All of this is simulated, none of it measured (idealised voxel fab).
Name of the process module below: voxel plated lines
Section shown: cut. Width: 285 nm. Cell size: 5 nm, square.
Cross-sections here: square-cell grids, written as top-down lists of bands, a band being one or more rows of cells.
Basically the band line says how high the top is and how high the bottom is, in nm, and then what's in it from left to right, every material with its width in nm. Empty space shows up as "empty", and if a single material carries "all across" it runs the full band edge to edge.
The level at which height equals 0 is the one under which the wafer, as it arrives, is entirely one material. No lower edge exists for the bottom band, which continues downward and is notated as in "z 0 and below".
With a width like "30 to 40", each row of cells in the band differs from the next by the same amount, the top row carrying the first number and the bottom row the second.
Step note "no alteration" = no cross-section cell changed.
What "Closed internal cavities" gives you is every empty space of 8 cells or more that is cut off from the top. Each appears as width x height at distance, with the distance taken from the left edge and width, height and distance all in nm.
On a step's line, text after the settings is the simulator commenting on that step.
The optional step-line setting "overlay nm" applies to steps with a mask and quantifies how far to the right of its planned location the mask lay, a negative value indicating leftward placement.
**Below is the list of planned process steps**
1 RECEIVE | material Si
2 CONFORMAL_DEP | material SiN | thk nm 10
3 DIRECTIONAL_DEP | material TiN | thk nm 5
4 PATTERN | tone open | mask id LINES | material resist | width nm 20 | pitch nm 40 | thk nm 15 | overlay nm 0
5 EPI | material Ru | thk nm 10
6 STRIP | etch materials resist
7 DIRECTIONAL_ETCH | etch materials TiN | depth nm 5
8 CONFORMAL_DEP | material SiN | thk nm 10
**Cross-section of the wafer as it came to us, i.e., already through step 1**
    z 0 and below: Si all across
    Closed internal cavities: none
**Module complete, cross-section. Starting point and plan per above. One mistake made in running the module**
    z 35 to 25: SiN all across
    z 25 to 15: Ru: 110 / SiN: 20 / Ru: 20 / SiN: 20 / Ru: 115
    z 15 to 10: TiN: 110 / SiN: 20 / TiN: 20 / SiN: 20 / TiN: 115
    z 10 to 0: SiN all across
    z 0 and below: Si all across
    Closed internal cavities: none
Processing error: step 4 ran as: PATTERN | tone cover | mask id LINES | material resist | width nm 20 | pitch nm 40 | thk nm 15 | overlay nm 0
